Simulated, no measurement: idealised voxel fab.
process module | voxel capacitor over wiring
cross-section cut | 165 nm wide | cells 5 nm
A cross-section is a grid of square cells, given in bands from the top down. A band is one or more rows of cells.
Each band's line starts with the height of the band's top and of its bottom, in nm. Then come its materials from left to right, each with its width in nm. One material with "throughout" fills the band from edge to edge. "air" is empty space.
Height 0 is the level under which the wafer as received is all one material. The lowest band goes on downwards, as in "0 down".
A width such as "30 to 40" changes by the same amount from each row of cells to the next, from the band's top row to its bottom row.
"no change" after a step means that no cell of the cross-section changed.
closed voids: empty space of 8 cells or more with no open way to the top, each as width x height at its distance from the left edge, in nm
after a step's settings: what the simulator itself notes on the step
overlay nm, on a step with a mask: how far to the right of its planned place the mask lay; to the left if negative
plan
1 op RECEIVE | material Si
2 op CONFORMAL_DEP | material SiO2 | thk nm 15
3 op DIRECTIONAL_DEP | material TiN | thk nm 5
4 op DIRECTIONAL_DEP | material W | thk nm 15
5 op PATTERN | tone cover | mask id METAL_1 | material resist | width nm 30 | pitch nm 90 | thk nm 20 | overlay nm 0
6 op DIRECTIONAL_ETCH | etch materials W | depth nm 15
7 op DIRECTIONAL_ETCH | etch materials TiN | depth nm 5
8 op STRIP | etch materials resist
9 op CONFORMAL_DEP | material SiN | thk nm 5
10 op FILL_DEP | material lowk | thk nm 5
11 op CMP | height nm 35
12 op CONFORMAL_DEP | material SiCN | thk nm 5
13 op DIRECTIONAL_DEP | material lowk | thk nm 10
14 op PATTERN | tone open | mask id PLUG_1 | material resist | width nm 15 | thk nm 15 | overlay nm 0
15 op DIRECTIONAL_ETCH | etch materials lowk | depth nm 10
16 op DIRECTIONAL_ETCH | etch materials SiCN | depth nm 5
17 op STRIP | etch materials resist
18 op CONFORMAL_DEP | material TiN | thk nm 5
19 op FILL_DEP | material Cu | thk nm 5
20 op CMP | height nm 50
21 op DIRECTIONAL_DEP | material TiN | thk nm 10
22 op DIRECTIONAL_DEP | material SiN | thk nm 5
23 op DIRECTIONAL_DEP | material TiN | thk nm 5
24 op MASKED_ETCH | tone cover | mask id UPPER_PLATE | width nm 65 | etch materials TiN | depth nm 5 | overlay nm 0
25 op MASKED_ETCH | tone cover | mask id UPPER_PLATE | width nm 65 | etch materials SiN | depth nm 5 | overlay nm 0
26 op DIRECTIONAL_DEP | material aC | thk nm 10
27 op PATTERN | tone cover | mask id LOWER_PLATE | material resist | width nm 75 | thk nm 30 | overlay nm 0
28 op DIRECTIONAL_ETCH | etch materials aC | depth nm 10
29 op STRIP | etch materials resist
30 op DIRECTIONAL_ETCH | etch materials TiN | depth nm 10
31 op STRIP | etch materials aC
32 op FILL_DEP | material SiO2 | thk nm 20
33 op CMP | height nm 85
34 op DIRECTIONAL_DEP | material aC | thk nm 10
35 op PATTERN | tone open | mask id PLUG_2 | material resist | width nm 15 | thk nm 25 | overlay nm 0
36 op DIRECTIONAL_ETCH | etch materials aC | depth nm 10
37 op STRIP | etch materials resist
38 op DIRECTIONAL_ETCH | etch materials SiO2 | depth nm 15
39 op STRIP | etch materials aC
40 op CONFORMAL_DEP | material TiN | thk nm 5
41 op FILL_DEP | material Cu | thk nm 10
42 op CMP | height nm 85
43 op CONFORMAL_DEP | material SiN | thk nm 5
as received, after step 1
  0 down: Si throughout
  closed voids: none
first wafer at the end, as planned
  90 to 85: SiN throughout
  85 to 75: SiO2 45 | TiN 5 | Cu 5 | TiN 5 | SiO2 105
  75 to 65: SiO2 45 to 35 | TiN 15 to 65 | SiO2 105 to 65
  65 to 60: SiO2 35 | SiN 65 | SiO2 65
  60 to 50: SiO2 30 | TiN 75 | SiO2 60
  50 to 40: lowk 35 | TiN 5 | Cu 5 | TiN 5 | lowk 115
  40 to 35: SiCN 35 | TiN 15 | SiCN 115
  35 to 20: lowk 15 | SiN 5 | W 30 | SiN 5 | lowk 50 | SiN 5 | W 30 | SiN 5 | lowk 20
  20 to 15: SiN 20 | TiN 30 | SiN 60 | TiN 30 | SiN 25
  15 to 0: SiO2 throughout
  0 down: Si throughout
  closed voids: none
second wafer at the end: like start, like plan, one mistake
  90 to 85: SiN throughout
  85 to 75: SiO2 45 | TiN 5 | Cu 5 | TiN 5 | SiO2 105
  75 to 65: SiO2 45 to 35 | TiN 15 to 70 | SiO2 105 to 60
  65 to 60: SiO2 35 | SiN 70 | SiO2 60
  60 to 50: SiO2 30 | TiN 75 | SiO2 60
  50 to 40: lowk 35 | TiN 5 | Cu 5 | TiN 5 | lowk 115
  40 to 35: SiCN 35 | TiN 15 | SiCN 115
  35 to 20: lowk 15 | SiN 5 | W 30 | SiN 5 | lowk 50 | SiN 5 | W 30 | SiN 5 | lowk 20
  20 to 15: SiN 20 | TiN 30 | SiN 60 | TiN 30 | SiN 25
  15 to 0: SiO2 throughout
  0 down: Si throughout
  closed voids: none
what went wrong: step 24 ran as: op MASKED_ETCH | tone cover | mask id UPPER_PLATE | width nm 70 | etch materials TiN | depth nm 5 | overlay nm 0
at the end the second wafer has, in cells: 1 more of SiN | 2 fewer of SiO2 | 1 more of TiN
